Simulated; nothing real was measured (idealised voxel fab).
Process module name: voxel wiring stack
Section cut is 275 nm wide and gridded with 5 nm square cells.
This document writes a cross-section as a grid whose cells are square, and gives it as bands, listed from the top down; one or more rows of cells form a band. Look at the band entry: it leads with the top's height and the bottom's height in nm. Then it lists the materials left to right, with a width in nm for each. The word "all across" on a single material says that material fills the band edge to edge. The word "blank" is empty space. Heights are reckoned from 0. Under this level, the received wafer is all of one material. The bottommost band is open-ended downward, for example "0 down". Per-row width for "30 to 40": begins at first number (top row of band), ends at second number (bottom row), increment between rows held constant. The designation "nothing was modified", where it is given for a processing step, indicates that no cell of the cross-section was altered in the course of that step. The entry "Sealed void listing" lists the empty spaces that cover at least 8 cells and have no open path to the top. Each is written as width x height at distance, where the distance is measured from the left edge and all three values are in nm. It should be noted that, on the line of a given step, the content following the step's settings is a remark produced by the simulator itself with respect to that step. "overlay nm" on a masked step: distance the mask lay right of its planned place, negative for left.
Set out below are the planned steps of the process:
1,RECEIVE | material Si
2,CONFORMAL_DEP | material SiO2 | thk nm 10
3,DIRECTIONAL_DEP | material TiN | thk nm 5
4,DIRECTIONAL_DEP | material Ru | thk nm 20
5,DIRECTIONAL_DEP | material aC | thk nm 10
6,PATTERN | tone cover | mask id METAL_1 | material resist | width nm 25 | pitch nm 40 | thk nm 25 | overlay nm 0
7,DIRECTIONAL_ETCH | etch materials aC | depth nm 10
8,STRIP | etch materials resist
9,DIRECTIONAL_ETCH | etch materials Ru | depth nm 20
10,DIRECTIONAL_ETCH | etch materials TiN | depth nm 5
11,STRIP | etch materials aC
12,CONFORMAL_DEP | material SiN | thk nm 5
13,FILL_DEP | material lowk | thk nm 5
14,CMP | height nm 35
15,CONFORMAL_DEP | material SiCN | thk nm 5
16,DIRECTIONAL_DEP | material lowk | thk nm 20
17,PATTERN | tone open | mask id PLUG_1 | material resist | width nm 15 | pitch nm 80 | thk nm 20 | overlay nm 0
18,DIRECTIONAL_ETCH | etch materials lowk | depth nm 20
19,DIRECTIONAL_ETCH | etch materials SiCN | depth nm 5
20,STRIP | etch materials resist
21,EPI | material Ru | thk nm 10
22,EPI | material Ru | thk nm 10
23,EPI | material Ru | thk nm 5
24,DIRECTIONAL_DEP | material TiN | thk nm 5
25,DIRECTIONAL_DEP | material W | thk nm 25
26,DIRECTIONAL_DEP | material aC | thk nm 10
27,PATTERN | tone cover | mask id METAL_2 | material resist | width nm 25 | pitch nm 40 | thk nm 30 | overlay nm 0
28,DIRECTIONAL_ETCH | etch materials aC | depth nm 10
29,STRIP | etch materials resist
30,DIRECTIONAL_ETCH | etch materials W | depth nm 25
31,DIRECTIONAL_ETCH | etch materials TiN | depth nm 5
32,STRIP | etch materials aC
33,FILL_DEP | material lowk | thk nm 10
34,CMP | height nm 90
35,CONFORMAL_DEP | material SiN | thk nm 5
As-received wafer cross-section (after step 1):
	0 down: Si all across
	Sealed void listing: none
Same starting wafer, same plan as above, one mistake in the execution; this is the cross-section at the end of the module:
	95 to 90: SiN all across
	90 to 65: lowk (65) | W (25) | lowk (15) | W (25) | lowk (15) | W (25) | lowk (15) | W (25) | lowk (65)
	65 to 60: lowk (65) | TiN (25) | lowk (15) | TiN (25) | lowk (15) | TiN (25) | lowk (15) | TiN (25) | lowk (65)
	60 to 40: lowk (80) | Ru (65) | lowk (15) | Ru (75) | lowk (40)
	40 to 35: lowk (65) | SiCN (15) | Ru (65) | SiCN (15) | Ru (75) | lowk (40)
	35 to 15: lowk (60) | SiN (5) | Ru (25) | SiN (5) | lowk (5) | SiN (5) | Ru (25) | SiN (5) | lowk (5) | SiN (5) | Ru (25) | SiN (5) | lowk (5) | SiN (5) | Ru (25) | SiN (5) | lowk (60)
	15 to 10: SiN (65) | TiN (25) | SiN (15) | TiN (25) | SiN (15) | TiN (25) | SiN (15) | TiN (25) | SiN (65)
	10 to 0: SiO2 all across
	0 down: Si all across
	Sealed void listing: none
Heads up, the wafer didn't run the way we planned it: planned and actual differ for step 17; actual: PATTERN | tone cover | mask id PLUG_1 | material resist | width nm 15 | pitch nm 80 | thk nm 20 | overlay nm 0
